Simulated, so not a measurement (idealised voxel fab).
Module name: voxel released beams (process module)
The figure presents cross-section cut, which has a width of 250 nm and is divided into square cells with an edge length of 5 nm.
How to read a cross-section here: the picture is a grid of square cells, written as bands going from the top down, and any band can span one or more rows of cells. Per band: top height and bottom height in nm, followed by the left-to-right materials and their widths in nm; "throughout" marks a single material spanning edge to edge, "empty" marks empty space. Note: height 0 marks the level under which the wafer is uniformly one material as received. Lowest band unbounded below, written "from 0 down". It should be noted that a width expressed as "30..40" varies in equal increments from row to row of cells within the band, taking the value of the first number at the top row and that of the second number at the bottom row. Where a step carries "nothing altered", the cross-section came out of it unchanged, cell for cell. "Enclosed voids" enumerates empty spaces isolated from the top, with no open way to it, that contain at least 8 cells, giving each as width x height at distance from the left edge, all three in nm. That trailing text on a step's line, after the settings, is the simulator's own remark on the step. On any step carrying a mask, the "overlay nm" setting, if present on the step's line, tells how far right of its planned place the mask lay; negative values point to the left.
**Steps in the process plan**
1: RECEIVE | material Si
2: CONFORMAL_DEP | material SiN | thk nm 5
3: DIRECTIONAL_DEP | material SiO2 | thk nm 20
4: PATTERN | tone open | mask id ANCHOR | material resist | width nm 45 | thk nm 15 | overlay nm 0
5: DIRECTIONAL_ETCH | etch materials SiO2 | depth nm 20
6: STRIP | etch materials resist
7: CONFORMAL_DEP | material TiN | thk nm 15
8: MASKED_ETCH | tone cover | mask id BEAM | width nm 130 | etch materials TiN | depth nm 15 | overlay nm 0
9: STRIP | etch materials SiO2
**As received (post step 1): cross-section**
  from 0 down  Si throughout
  Enclosed voids: none
**Cross-sectional view of the first of the two wafers upon completion of the module, processed in accordance with the plan**
  from 40 to 25  empty 55 nm, TiN 20 nm, empty 15 nm, TiN 95 nm, empty 65 nm
  from 25 to 20  empty 60 nm, TiN 15 nm, empty 15 nm, TiN 15 nm, empty 145 nm
  from 20 to 5  empty 60 nm, TiN 45 nm, empty 145 nm
  from 5 to 0  SiN throughout
  from 0 down  Si throughout
  Enclosed voids: none
**Second wafer of the two, sectioned at the end of the module. It began like the first and followed the same plan, but one mistake was made while running it**
  from 40 to 25  empty 55 nm, TiN 15 nm, empty 15 nm, TiN 100 nm, empty 65 nm
  from 25 to 20  empty 55 nm, TiN 15 nm, empty 15 nm, TiN 15 nm, empty 150 nm
  from 20 to 5  empty 55 nm, TiN 45 nm, empty 150 nm
  from 5 to 0  SiN throughout
  from 0 down  Si throughout
  Enclosed voids: none
In executing the process, a mistake was made relative to the plan: step 4 did not happen as planned, as run it was PATTERN | tone open | mask id ANCHOR | material resist | width nm 45 | thk nm 15 | overlay nm -5
Final state: per-material cell counts identical on both wafers; locations differ.
